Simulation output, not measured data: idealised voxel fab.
process module | voxel self aligned contacts
cross-section cut | 155 nm wide | cells 5 nm
A cross-section is a grid of square cells, given in bands from the top down. A band is one or more rows of cells.
Each band's line starts with the height of the band's top and of its bottom, in nm. Then come its materials from left to right, each with its width in nm. One material with "throughout" fills the band from edge to edge. "air" is empty space.
Height 0 is the level under which the wafer as received is all one material. The lowest band goes on downwards, as in "0 down".
A width such as "30 to 40" changes by the same amount from each row of cells to the next, from the band's top row to its bottom row.
"no change" after a step means that no cell of the cross-section changed.
closed voids: empty space of 8 cells or more with no open way to the top, each as width x height at its distance from the left edge, in nm
after a step's settings: what the simulator itself notes on the step
overlay nm, on a step with a mask: how far to the right of its planned place the mask lay; to the left if negative
plan
1 op RECEIVE | material Si
2 op OXIDIZE | depth nm 5
3 op DIRECTIONAL_DEP | material polySi | thk nm 30
4 op DIRECTIONAL_DEP | material SiN | thk nm 25
5 op PATTERN | tone cover | mask id GATE | material resist | width nm 25 | pitch nm 65 | thk nm 20 | overlay nm 0
6 op DIRECTIONAL_ETCH | etch materials SiN | depth nm 25
7 op DIRECTIONAL_ETCH | etch materials polySi | depth nm 30
8 op STRIP | etch materials resist
9 op CONFORMAL_DEP | material SiN | thk nm 10
10 op DIRECTIONAL_ETCH | etch materials SiN | depth nm 10
11 op FILL_DEP | material SiO2 | thk nm 20
12 op CMP | height nm 65
13 op PATTERN | tone open | mask id CONTACT | material resist | width nm 50 | thk nm 20 | overlay nm 0
14 op DIRECTIONAL_ETCH | etch materials SiO2 | depth nm 70
15 op STRIP | etch materials resist
16 op CONFORMAL_DEP | material TiN | thk nm 5
17 op FILL_DEP | material W | thk nm 5
18 op CMP | height nm 65
19 op CONFORMAL_DEP | material SiN | thk nm 5
as received, after step 1
  0 down: Si throughout
  closed voids: none
a wafer at the end: this start, this plan, one mistake
  70 to 65: SiN throughout
  65 to 55: SiO2 50 | TiN 5 to 10 | W 40 to 10 | TiN 5 to 30 | SiO2 55
  55 to 30: SiO2 10 | SiN 45 | TiN 5 | W 10 | TiN 5 | SiN 45 | SiO2 35
  30 to 0: SiO2 10 | SiN 10 | polySi 25 | SiN 10 | TiN 5 | W 10 | TiN 5 | SiN 10 | polySi 25 | SiN 10 | SiO2 35
  0 to -5: SiO2 55 | TiN 20 | SiO2 80
  -5 down: Si throughout
  closed voids: none
what went wrong: step 5 ran as: op PATTERN | tone cover | mask id GATE | material resist | width nm 25 | pitch nm 65 | thk nm 20 | overlay nm -10
